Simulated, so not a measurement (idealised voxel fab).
You're looking at the process module voxel gate over fins.
Displayed cross-section: cut, width of 165 nm, square cells sized 5 nm.
Cross-section spec: square-cell grid; bands listed top down; each band is one or more rows. A band entry consists of two parts. The first gives the height of the band's top and the height of its bottom, in nm. The rest lists the band's materials from left to right, each with its width in nm. A single material labelled with the word "throughout" fills the band from edge to edge, and the word "air" marks empty space. The level at which height equals 0 is the one under which the wafer, as it arrives, is entirely one material. No lower edge exists for the bottom band, which continues downward and is notated as in "top 0, no bottom". Width: "30 to 40" (first number = top row, second number = bottom row, same change from row to row of cells). "no change occurred" for a step: no cell of the cross-section changed in that step. Each empty space that has no open way to the top and spans at least 8 cells appears under "Completely sealed voids" as width x height at distance, the distance counted from the left edge, all in nm. Whatever follows a step's settings on its line is a remark the simulator itself makes about that step. overlay nm: mask right of planned place by this much (step with mask). Neg. = left.

-- The following list gives the planned process steps
1) RECEIVE | material Si
2) CONFORMAL_DEP | material SiN | thk nm 10
3) PATTERN | tone cover | mask id FINS | material resist | width nm 15 | pitch nm 60 | thk nm 20 | overlay nm 0
4) DIRECTIONAL_ETCH | etch materials SiN | depth nm 10
5) DIRECTIONAL_ETCH | etch materials Si | depth nm 30
6) STRIP | etch materials resist
7) FILL_DEP | material SiO2 | thk nm 10
8) CMP | height nm 10
9) DIRECTIONAL_DEP | material aC | thk nm 15
10) PATTERN | tone open | mask id RAIL | material resist | width nm 15 | thk nm 30 | overlay nm 0
11) DIRECTIONAL_ETCH | etch materials aC | depth nm 15
12) STRIP | etch materials resist
13) DIRECTIONAL_ETCH | etch materials SiO2 | depth nm 35
14) STRIP | etch materials aC
15) CONFORMAL_DEP | material TiN | thk nm 5
16) FILL_DEP | material Ru | thk nm 10
17) CMP | height nm 10
18) SELECTIVE_ETCH | etch materials W Ru TiN | depth nm 30
19) FILL_DEP | material SiO2 | thk nm 5
20) CMP | height nm 10
21) SELECTIVE_ETCH | etch materials SiO2 | depth nm 20
22) STRIP | etch materials SiN
23) CONFORMAL_DEP | material HfO2 | thk nm 5
24) CONFORMAL_DEP | material TiN | thk nm 5
25) FILL_DEP | material W | thk nm 10
26) CMP | height nm 15
27) CONFORMAL_DEP | material SiCN | thk nm 5

-- Wafer cross-section on receipt, i.e. after step 1
top 0, no bottom  Si throughout
Completely sealed voids: none

-- Wafer cross-section at module end: first of two, run to plan
top 20, bottom 15  SiCN throughout
top 15, bottom 10  W throughout
top 10, bottom 5  35 nm W, 35 nm TiN, 25 nm W, 35 nm TiN, 35 nm W
top 5, bottom 0  35 nm W, 5 nm TiN, 25 nm HfO2, 5 nm TiN, 25 nm W, 5 nm TiN, 25 nm HfO2, 5 nm TiN, 35 nm W
top 0, bottom -5  40 nm TiN, 5 nm HfO2, 15 nm Si, 5 nm HfO2, 35 nm TiN, 5 nm HfO2, 15 nm Si, 5 nm HfO2, 40 nm TiN
top -5, bottom -10  45 nm HfO2, 15 nm Si, 45 nm HfO2, 15 nm Si, 45 nm HfO2
top -10, bottom -20  45 nm SiO2, 15 nm Si, 45 nm SiO2, 15 nm Si, 45 nm SiO2
top -20, bottom -25  45 nm SiO2, 15 nm Si, 15 nm SiO2, 15 nm TiN, 15 nm SiO2, 15 nm Si, 45 nm SiO2
top -25, bottom -30  45 nm SiO2, 15 nm Si, 45 nm SiO2, 15 nm Si, 45 nm SiO2
top -30, no bottom  Si throughout
Completely sealed voids: none

-- So this is wafer number two of the two, cut at the end of the module - it started where the first did and had the same plan, we just got one thing wrong running it
top 20, bottom 15  SiCN throughout
top 15, bottom 10  W throughout
top 10, bottom 5  35 nm W, 35 nm TiN, 25 nm W, 35 nm TiN, 35 nm W
top 5, bottom 0  35 nm W, 5 nm TiN, 25 nm HfO2, 5 nm TiN, 25 nm W, 5 nm TiN, 25 nm HfO2, 5 nm TiN, 35 nm W
top 0, bottom -5  40 nm TiN, 5 nm HfO2, 15 nm Si, 5 nm HfO2, 35 nm TiN, 5 nm HfO2, 15 nm Si, 5 nm HfO2, 40 nm TiN
top -5, bottom -10  45 nm HfO2, 15 nm Si, 45 nm HfO2, 15 nm Si, 45 nm HfO2
top -10, bottom -20  45 nm SiO2, 15 nm Si, 45 nm SiO2, 15 nm Si, 45 nm SiO2
top -20, bottom -25  45 nm SiO2, 15 nm Si, 15 nm SiO2, 15 nm TiN, 15 nm SiO2, 15 nm Si, 45 nm SiO2
top -25, bottom -60  45 nm SiO2, 15 nm Si, 45 nm SiO2, 15 nm Si, 45 nm SiO2
top -60, no bottom  Si throughout
Completely sealed voids: none
Processing error: step 5, plan: ran twice
Bottom line after processing is that, in cells, the second wafer is up or down on some materials versus the first: -162 Si, +162 SiO2
